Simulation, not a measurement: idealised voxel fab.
Documented hereafter: the process module known as voxel self aligned vias.
The width of the displayed cross-section, cut, is 270 nm; its cells are square, with a size of 5 nm.
Cross-section format: a grid of square cells, given as bands from top to bottom; each band is one or more rows of cells. It is stipulated that each band's entry specify, in nanometres, the height of the top of the band and then that of its bottom, followed by the materials of the band in left-to-right sequence, each together with its width in nanometres. A single material marked by the word "edge to edge" is understood to fill the band from edge to edge; the word "empty" is understood to denote empty space. Below 0: as-received wafer, all one material; heights counted from there. Lowest band: no bottom, goes on down, written "z 0 and below". You'd read "30->40" like this: the band's top row of cells is as wide as the first number, its bottom row is as wide as the second, and going down, every row changes width by the same amount as the row before did. Where a step carries "changes: none", the cross-section came out of it unchanged, cell for cell. "Enclosed void inventory": empty spaces of 8 cells or more with no open way to the top, each given as width x height at distance, distance from the left edge, all in nm. Where a step's line continues beyond its settings, the continuation is a remark by the simulator itself on that step. overlay nm: for a step with a mask, the amount by which the mask lay right of where it was planned; a negative amount means left of it.
SO HERE'S THE LINEUP OF PROCESS STEPS WE PLANNED
1) RECEIVE: material Si
2) CONFORMAL_DEP: material SiO2, thk nm 10
3) CONFORMAL_DEP: material SiCN, thk nm 5
4) DIRECTIONAL_DEP: material SiO2, thk nm 10
5) MASKED_ETCH: tone open, mask id LINES, width nm 30, pitch nm 60, etch materials SiO2, depth nm 20, overlay nm 0
6) CONFORMAL_DEP: material TiN, thk nm 5
7) FILL_DEP: material Ru, thk nm 10
8) CMP: height nm 35
9) SELECTIVE_ETCH: etch materials W Ru TiN, depth nm 10
10) FILL_DEP: material SiN, thk nm 10
11) CMP: height nm 35
12) DIRECTIONAL_DEP: material SiO2, thk nm 15
13) MASKED_ETCH: tone open, mask id VIAS, width nm 40, etch materials SiO2, depth nm 15, overlay nm 0
14) MASKED_ETCH: tone open, mask id VIAS, width nm 40, etch materials SiN, depth nm 10, overlay nm 0
15) CONFORMAL_DEP: material TiN, thk nm 5
16) FILL_DEP: material Ru, thk nm 10
17) CMP: height nm 50
18) CONFORMAL_DEP: material SiN, thk nm 5
It is noted that the wafers described herein are identical at the outset and are distinguished by the thk nm of step 4; the value stated in the plan corresponds to the first wafer.
AS-RECEIVED STATE AFTER STEP 1, FIRST OF SEVERAL WAFERS, CROSS-SECTION
  z 0 and below = Si edge to edge
  Enclosed void inventory: none
POST STEP 18, THE CLOSING STEP OF THE MODULE: FIRST OF SEVERAL WAFERS, CROSS-SECTIONED
  z 55 to 50 = SiN edge to edge
  z 50 to 35 = SiO2=85; TiN=5; Ru=30; TiN=5; SiO2=145
  z 35 to 30 = SiN=85; TiN=5; Ru=30; TiN=5; SiN=145
  z 30 to 25 = SiN=85; TiN=40; SiN=145
  z 25 to 20 = SiO2=90; TiN=5; Ru=20; TiN=5; SiO2=30; TiN=5; Ru=20; TiN=5; SiO2=90
  z 20 to 15 = SiO2=90; TiN=30; SiO2=30; TiN=30; SiO2=90
  z 15 to 10 = SiCN edge to edge
  z 10 to 0 = SiO2 edge to edge
  z 0 and below = Si edge to edge
  Enclosed void inventory: none
LAST WAFER X-SEC, END OF MODULE
  z 55 to 50 = SiN edge to edge
  z 50 to 40 = SiO2=85; TiN=5; Ru=30; TiN=5; SiO2=145
  z 40 to 35 = SiO2=85; TiN=10; Ru=20; TiN=10; SiO2=145
  z 35 to 30 = SiO2=90; TiN=30; SiO2=30; SiN=30; SiO2=90
  z 30 to 15 = SiO2 edge to edge
  z 15 to 10 = SiCN edge to edge
  z 10 to 0 = SiO2 edge to edge
  z 0 and below = Si edge to edge
  Enclosed void inventory: none
THE TABLE BELOW HAS ONE ROW FOR EACH WAFER; A ROW SHOWS, AS OF THE END OF THE MODULE, HOW MANY CELLS OF EACH MATERIAL THE WAFER HAS GAINED, MARKED (+), OR LOST, MARKED (-), SINCE IT WAS RECEIVED, AND THEN THE WAFER'S CLOSED VOIDS
thk nm 10 | +32 Ru | +54 SiCN | +146 SiN | +330 SiO2 | +32 TiN | Enclosed void inventory: none
thk nm 15 | +30 Ru | +54 SiCN | +106 SiN | +372 SiO2 | +32 TiN | Enclosed void inventory: none
thk nm 20 | +28 Ru | +54 SiCN | +66 SiN | +414 SiO2 | +32 TiN | Enclosed void inventory: none
thk nm 25 | +20 Ru | +54 SiCN | +66 SiN | +426 SiO2 | +28 TiN | Enclosed void inventory: none
thk nm 30 | +20 Ru | +54 SiCN | +66 SiN | +438 SiO2 | +16 TiN | Enclosed void inventory: none
thk nm 35 | +16 Ru | +54 SiCN | +60 SiN | +450 SiO2 | +14 TiN | Enclosed void inventory: none
